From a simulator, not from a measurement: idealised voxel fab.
The process module presented herein is designated voxel self aligned contacts.
Shown is cross-section cut, with a width of 250 nm and square cells of size 5 nm.
Cross-section, as written here: a square-cell grid given band by band from the top down, where a band holds one or more rows of cells. Top height, bottom height, nm. Materials left to right, width each, nm. Single material + "edge to edge" = fills band edge to edge. "air" = empty. Heights are reckoned from 0. Under this level, the received wafer is all of one material. The bottommost band is open-ended downward, for example "z 0 and below". A width given as "30..40" starts at the first number in the band's top row and ends at the second number in its bottom row, shifting by an equal amount at every step from row to row. "left unchanged" after a step means that no cell of the cross-section changed. "Sealed cavities" enumerates empty spaces isolated from the top, with no open way to it, that contain at least 8 cells, giving each as width x height at distance from the left edge, all three in nm. On a step's line, text after the settings is the simulator commenting on that step. The optional step-line setting "overlay nm" applies to steps with a mask and quantifies how far to the right of its planned location the mask lay, a negative value indicating leftward placement.
The steps planned for the process are as follows
1 RECEIVE with material Si
2 CONFORMAL_DEP with material SiO2, thk nm 5
3 DIRECTIONAL_DEP with material polySi, thk nm 25
4 DIRECTIONAL_DEP with material SiN, thk nm 20
5 DIRECTIONAL_DEP with material aC, thk nm 10
6 PATTERN with tone cover, mask id GATE, material resist, width nm 35, pitch nm 70, thk nm 30, overlay nm 0
7 DIRECTIONAL_ETCH with etch materials aC, depth nm 10
8 STRIP with etch materials resist
9 DIRECTIONAL_ETCH with etch materials SiN, depth nm 20
10 DIRECTIONAL_ETCH with etch materials polySi, depth nm 25
11 STRIP with etch materials aC
12 CONFORMAL_DEP with material SiN, thk nm 5
13 DIRECTIONAL_ETCH with etch materials SiN, depth nm 5
14 FILL_DEP with material SiO2, thk nm 15
15 CMP with height nm 60
16 DIRECTIONAL_DEP with material aC, thk nm 10
17 PATTERN with tone open, mask id CONTACT, material resist, width nm 55, pitch nm 70, thk nm 25, overlay nm 0
18 DIRECTIONAL_ETCH with etch materials aC, depth nm 10
19 STRIP with etch materials resist
20 DIRECTIONAL_ETCH with etch materials SiO2, depth nm 60
21 STRIP with etch materials aC
22 CONFORMAL_DEP with material TiN, thk nm 5
23 FILL_DEP with material Ru, thk nm 10
24 CMP with height nm 60
25 CONFORMAL_DEP with material SiN, thk nm 5
Concerning the first of two wafers, which was run in accordance with the plan
Wafer as received: cross-section following step 1
> z 0 and below  Si edge to edge
> Sealed cavities: none
Take a look at the wafer's cross-section after step 2
> z 5 to 0  SiO2 edge to edge
> All layers under 0 are left as they were.
Take a look at the wafer's cross-section after step 3
> z 30 to 5  polySi edge to edge
> All layers under 5 are left as they were.
Take a look at the wafer's cross-section after step 4
> z 50 to 30  SiN edge to edge
> All layers under 30 are left as they were.
Take a look at the wafer's cross-section after step 5
> z 60 to 50  aC edge to edge
> All layers under 50 are left as they were.
Take a look at the wafer's cross-section after step 6
> z 90 to 60  air 35 / resist 35 / air 35 / resist 35 / air 35 / resist 35 / air 40
> All layers under 60 are left as they were.
Take a look at the wafer's cross-section after step 7
> z 80 to 60  air 35 / resist 35 / air 35 / resist 35 / air 35 / resist 35 / air 40
> z 60 to 50  air 35 / aC 35 / air 35 / aC 35 / air 35 / aC 35 / air 40
> All layers under 50 are left as they were.
Take a look at the wafer's cross-section after step 8
> z 60 to 50  air 35 / aC 35 / air 35 / aC 35 / air 35 / aC 35 / air 40
> All layers under 50 are left as they were.
Take a look at the wafer's cross-section after step 9
> z 60 to 50  air 35 / aC 35 / air 35 / aC 35 / air 35 / aC 35 / air 40
> z 50 to 30  air 35 / SiN 35 / air 35 / SiN 35 / air 35 / SiN 35 / air 40
> All layers under 30 are left as they were.
Take a look at the wafer's cross-section after step 10
> z 60 to 50  air 35 / aC 35 / air 35 / aC 35 / air 35 / aC 35 / air 40
> z 50 to 30  air 35 / SiN 35 / air 35 / SiN 35 / air 35 / SiN 35 / air 40
> z 30 to 5  air 35 / polySi 35 / air 35 / polySi 35 / air 35 / polySi 35 / air 40
> All layers under 5 are left as they were.
Take a look at the wafer's cross-section after step 11
> z 50 to 30  air 35 / SiN 35 / air 35 / SiN 35 / air 35 / SiN 35 / air 40
> All layers under 30 are left as they were.
Take a look at the wafer's cross-section after step 12
> z 55 to 30  air 30 / SiN 45 / air 25 / SiN 45 / air 25 / SiN 45 / air 35
> z 30 to 10  air 30 / SiN 5 / polySi 35 / SiN 5 / air 25 / SiN 5 / polySi 35 / SiN 5 / air 25 / SiN 5 / polySi 35 / SiN 5 / air 35
> z 10 to 5  SiN 35 / polySi 35 / SiN 35 / polySi 35 / SiN 35 / polySi 35 / SiN 40
> All layers under 5 are left as they were.
Take a look at the wafer's cross-section after step 13
> z 50 to 30  air 30 / SiN 45 / air 25 / SiN 45 / air 25 / SiN 45 / air 35
> z 30 to 5  air 30 / SiN 5 / polySi 35 / SiN 5 / air 25 / SiN 5 / polySi 35 / SiN 5 / air 25 / SiN 5 / polySi 35 / SiN 5 / air 35
> All layers under 5 are left as they were.
Take a look at the wafer's cross-section after step 14
> z 65 to 50  SiO2 edge to edge
> z 50 to 30  SiO2 30 / SiN 45 / SiO2 25 / SiN 45 / SiO2 25 / SiN 45 / SiO2 35
> z 30 to 5  SiO2 30 / SiN 5 / polySi 35 / SiN 5 / SiO2 25 / SiN 5 / polySi 35 / SiN 5 / SiO2 25 / SiN 5 / polySi 35 / SiN 5 / SiO2 35
> All layers under 5 are left as they were.
Take a look at the wafer's cross-section after step 15
> z 60 to 50  SiO2 edge to edge
> All layers under 50 are left as they were.
Take a look at the wafer's cross-section after step 16
> z 70 to 60  aC edge to edge
> All layers under 60 are left as they were.
Take a look at the wafer's cross-section after step 17
> z 95 to 70  resist 60 / air 55 / resist 15 / air 55 / resist 65
> All layers under 70 are left as they were.
Take a look at the wafer's cross-section after step 18
> z 85 to 70  resist 60 / air 55 / resist 15 / air 55 / resist 65
> z 70 to 60  aC 60 / air 55 / aC 15 / air 55 / aC 65
> All layers under 60 are left as they were.
Take a look at the wafer's cross-section after step 19
> z 70 to 60  aC 60 / air 55 / aC 15 / air 55 / aC 65
> All layers under 60 are left as they were.
Take a look at the wafer's cross-section after step 20
> z 70 to 60  aC 60 / air 55 / aC 15 / air 55 / aC 65
> z 60 to 50  SiO2 60 / air 55 / SiO2 15 / air 55 / SiO2 65
> z 50 to 30  SiO2 30 / SiN 45 / air 25 / SiN 45 / air 25 / SiN 45 / SiO2 35
> z 30 to 5  SiO2 30 / SiN 5 / polySi 35 / SiN 5 / air 25 / SiN 5 / polySi 35 / SiN 5 / air 25 / SiN 5 / polySi 35 / SiN 5 / SiO2 35
> z 5 to 0  SiO2 75 / air 25 / SiO2 45 / air 25 / SiO2 80
> All layers under 0 are left as they were.
Take a look at the wafer's cross-section after step 21
> z 60 to 50  SiO2 60 / air 55 / SiO2 15 / air 55 / SiO2 65
> All layers under 50 are left as they were.
Take a look at the wafer's cross-section after step 22
> z 65 to 60  TiN 65 / air 45 / TiN 25 / air 45 / TiN 70
> z 60 to 50  SiO2 60 / TiN 5..20 / air 45..15 / TiN 5..20 / SiO2 15 / TiN 5..20 / air 45..15 / TiN 5..20 / SiO2 65
> z 50 to 30  SiO2 30 / SiN 45 / TiN 5 / air 15 / TiN 5 / SiN 45 / TiN 5 / air 15 / TiN 5 / SiN 45 / SiO2 35
> z 30 to 5  SiO2 30 / SiN 5 / polySi 35 / SiN 5 / TiN 5 / air 15 / TiN 5 / SiN 5 / polySi 35 / SiN 5 / TiN 5 / air 15 / TiN 5 / SiN 5 / polySi 35 / SiN 5 / SiO2 35
> z 5 to 0  SiO2 75 / TiN 25 / SiO2 45 / TiN 25 / SiO2 80
> All layers under 0 are left as they were.
Take a look at the wafer's cross-section after step 23
> z 75 to 65  Ru edge to edge
> z 65 to 60  TiN 65 / Ru 45 / TiN 25 / Ru 45 / TiN 70
> z 60 to 50  SiO2 60 / TiN 5..20 / Ru 45..15 / TiN 5..20 / SiO2 15 / TiN 5..20 / Ru 45..15 / TiN 5..20 / SiO2 65
> z 50 to 30  SiO2 30 / SiN 45 / TiN 5 / Ru 15 / TiN 5 / SiN 45 / TiN 5 / Ru 15 / TiN 5 / SiN 45 / SiO2 35
> z 30 to 5  SiO2 30 / SiN 5 / polySi 35 / SiN 5 / TiN 5 / Ru 15 / TiN 5 / SiN 5 / polySi 35 / SiN 5 / TiN 5 / Ru 15 / TiN 5 / SiN 5 / polySi 35 / SiN 5 / SiO2 35
> All layers under 5 are left as they were.
Take a look at the wafer's cross-section after step 24
> z 60 to 50  SiO2 60 / TiN 5..20 / Ru 45..15 / TiN 5..20 / SiO2 15 / TiN 5..20 / Ru 45..15 / TiN 5..20 / SiO2 65
> All layers under 50 are left as they were.
Take a look at the wafer's cross-section after step 25
> z 65 to 60  SiN edge to edge
> All layers under 60 are left as they were.
Second of two: same start, same plan, one run error; steps up to and including 5 match the first
Cross-sectional representation of the second wafer at the time designated in the plan for the completion of step 6
> z 90 to 60  air 45 / resist 35 / air 35 / resist 35 / air 35 / resist 35 / air 30
> All layers under 60 are left as they were.
Cross-sectional representation of the second wafer at the time designated in the plan for the completion of step 7
> z 80 to 60  air 45 / resist 35 / air 35 / resist 35 / air 35 / resist 35 / air 30
> z 60 to 50  air 45 / aC 35 / air 35 / aC 35 / air 35 / aC 35 / air 30
> All layers under 50 are left as they were.
Cross-sectional representation of the second wafer at the time designated in the plan for the completion of step 8
> z 60 to 50  air 45 / aC 35 / air 35 / aC 35 / air 35 / aC 35 / air 30
> All layers under 50 are left as they were.
Cross-sectional representation of the second wafer at the time designated in the plan for the completion of step 9
> z 60 to 50  air 45 / aC 35 / air 35 / aC 35 / air 35 / aC 35 / air 30
> z 50 to 30  air 45 / SiN 35 / air 35 / SiN 35 / air 35 / SiN 35 / air 30
> All layers under 30 are left as they were.
Cross-sectional representation of the second wafer at the time designated in the plan for the completion of step 10
> z 60 to 50  air 45 / aC 35 / air 35 / aC 35 / air 35 / aC 35 / air 30
> z 50 to 30  air 45 / SiN 35 / air 35 / SiN 35 / air 35 / SiN 35 / air 30
> z 30 to 5  air 45 / polySi 35 / air 35 / polySi 35 / air 35 / polySi 35 / air 30
> All layers under 5 are left as they were.
Cross-sectional representation of the second wafer at the time designated in the plan for the completion of step 11
> z 50 to 30  air 45 / SiN 35 / air 35 / SiN 35 / air 35 / SiN 35 / air 30
> All layers under 30 are left as they were.
Cross-sectional representation of the second wafer at the time designated in the plan for the completion of step 12
> z 55 to 30  air 40 / SiN 45 / air 25 / SiN 45 / air 25 / SiN 45 / air 25
> z 30 to 10  air 40 / SiN 5 / polySi 35 / SiN 5 / air 25 / SiN 5 / polySi 35 / SiN 5 / air 25 / SiN 5 / polySi 35 / SiN 5 / air 25
> z 10 to 5  SiN 45 / polySi 35 / SiN 35 / polySi 35 / SiN 35 / polySi 35 / SiN 30
> All layers under 5 are left as they were.
Cross-sectional representation of the second wafer at the time designated in the plan for the completion of step 13
> z 50 to 30  air 40 / SiN 45 / air 25 / SiN 45 / air 25 / SiN 45 / air 25
> z 30 to 5  air 40 / SiN 5 / polySi 35 / SiN 5 / air 25 / SiN 5 / polySi 35 / SiN 5 / air 25 / SiN 5 / polySi 35 / SiN 5 / air 25
> All layers under 5 are left as they were.
Cross-sectional representation of the second wafer at the time designated in the plan for the completion of step 14
> z 65 to 50  SiO2 edge to edge
> z 50 to 30  SiO2 40 / SiN 45 / SiO2 25 / SiN 45 / SiO2 25 / SiN 45 / SiO2 25
> z 30 to 5  SiO2 40 / SiN 5 / polySi 35 / SiN 5 / SiO2 25 / SiN 5 / polySi 35 / SiN 5 / SiO2 25 / SiN 5 / polySi 35 / SiN 5 / SiO2 25
> All layers under 5 are left as they were.
Cross-sectional representation of the second wafer at the time designated in the plan for the completion of step 15
> z 60 to 50  SiO2 edge to edge
> All layers under 50 are left as they were.
Cross-sectional representation of the second wafer at the time designated in the plan for the completion of step 16
> z 70 to 60  aC edge to edge
> All layers under 60 are left as they were.
Cross-sectional representation of the second wafer at the time designated in the plan for the completion of step 17
> z 95 to 70  resist 60 / air 55 / resist 15 / air 55 / resist 65
> All layers under 70 are left as they were.
Cross-sectional representation of the second wafer at the time designated in the plan for the completion of step 18
> z 85 to 70  resist 60 / air 55 / resist 15 / air 55 / resist 65
> z 70 to 60  aC 60 / air 55 / aC 15 / air 55 / aC 65
> All layers under 60 are left as they were.
Cross-sectional representation of the second wafer at the time designated in the plan for the completion of step 19
> z 70 to 60  aC 60 / air 55 / aC 15 / air 55 / aC 65
> All layers under 60 are left as they were.
Cross-sectional representation of the second wafer at the time designated in the plan for the completion of step 20
> z 70 to 60  aC 60 / air 55 / aC 15 / air 55 / aC 65
> z 60 to 50  SiO2 60 / air 55 / SiO2 15 / air 55 / SiO2 65
> z 50 to 30  SiO2 40 / SiN 45 / air 25 / SiN 45 / air 25 / SiN 45 / SiO2 25
> z 30 to 5  SiO2 40 / SiN 5 / polySi 35 / SiN 5 / air 25 / SiN 5 / polySi 35 / SiN 5 / air 25 / SiN 5 / polySi 35 / SiN 5 / SiO2 25
> z 5 to 0  SiO2 85 / air 25 / SiO2 45 / air 25 / SiO2 70
> All layers under 0 are left as they were.
Cross-sectional representation of the second wafer at the time designated in the plan for the completion of step 21
> z 60 to 50  SiO2 60 / air 55 / SiO2 15 / air 55 / SiO2 65
> All layers under 50 are left as they were.
Cross-sectional representation of the second wafer at the time designated in the plan for the completion of step 22
> z 65 to 60  TiN 65 / air 45 / TiN 25 / air 45 / TiN 70
> z 60 to 50  SiO2 60 / TiN 5..30 / air 45..15 / TiN 5..10 / SiO2 15 / TiN 5..30 / air 45..15 / TiN 5..10 / SiO2 65
> z 50 to 30  SiO2 40 / SiN 45 / TiN 5 / air 15 / TiN 5 / SiN 45 / TiN 5 / air 15 / TiN 5 / SiN 45 / SiO2 25
> z 30 to 5  SiO2 40 / SiN 5 / polySi 35 / SiN 5 / TiN 5 / air 15 / TiN 5 / SiN 5 / polySi 35 / SiN 5 / TiN 5 / air 15 / TiN 5 / SiN 5 / polySi 35 / SiN 5 / SiO2 25
> z 5 to 0  SiO2 85 / TiN 25 / SiO2 45 / TiN 25 / SiO2 70
> All layers under 0 are left as they were.
Cross-sectional representation of the second wafer at the time designated in the plan for the completion of step 23
> z 75 to 65  Ru edge to edge
> z 65 to 60  TiN 65 / Ru 45 / TiN 25 / Ru 45 / TiN 70
> z 60 to 50  SiO2 60 / TiN 5..30 / Ru 45..15 / TiN 5..10 / SiO2 15 / TiN 5..30 / Ru 45..15 / TiN 5..10 / SiO2 65
> z 50 to 30  SiO2 40 / SiN 45 / TiN 5 / Ru 15 / TiN 5 / SiN 45 / TiN 5 / Ru 15 / TiN 5 / SiN 45 / SiO2 25
> z 30 to 5  SiO2 40 / SiN 5 / polySi 35 / SiN 5 / TiN 5 / Ru 15 / TiN 5 / SiN 5 / polySi 35 / SiN 5 / TiN 5 / Ru 15 / TiN 5 / SiN 5 / polySi 35 / SiN 5 / SiO2 25
> All layers under 5 are left as they were.
Cross-sectional representation of the second wafer at the time designated in the plan for the completion of step 24
> z 60 to 50  SiO2 60 / TiN 5..30 / Ru 45..15 / TiN 5..10 / SiO2 15 / TiN 5..30 / Ru 45..15 / TiN 5..10 / SiO2 65
> All layers under 50 are left as they were.
Cross-sectional representation of the second wafer at the time designated in the plan for the completion of step 25
> z 65 to 60  SiN edge to edge
> All layers under 60 are left as they were.
What was the processing mistake? heads up, step 6 didn't go per plan, it actually ran as PATTERN with tone cover, mask id GATE, material resist, width nm 35, pitch nm 70, thk nm 30, overlay nm 10
Cell counts per material: same on both final wafers. Positions: different.
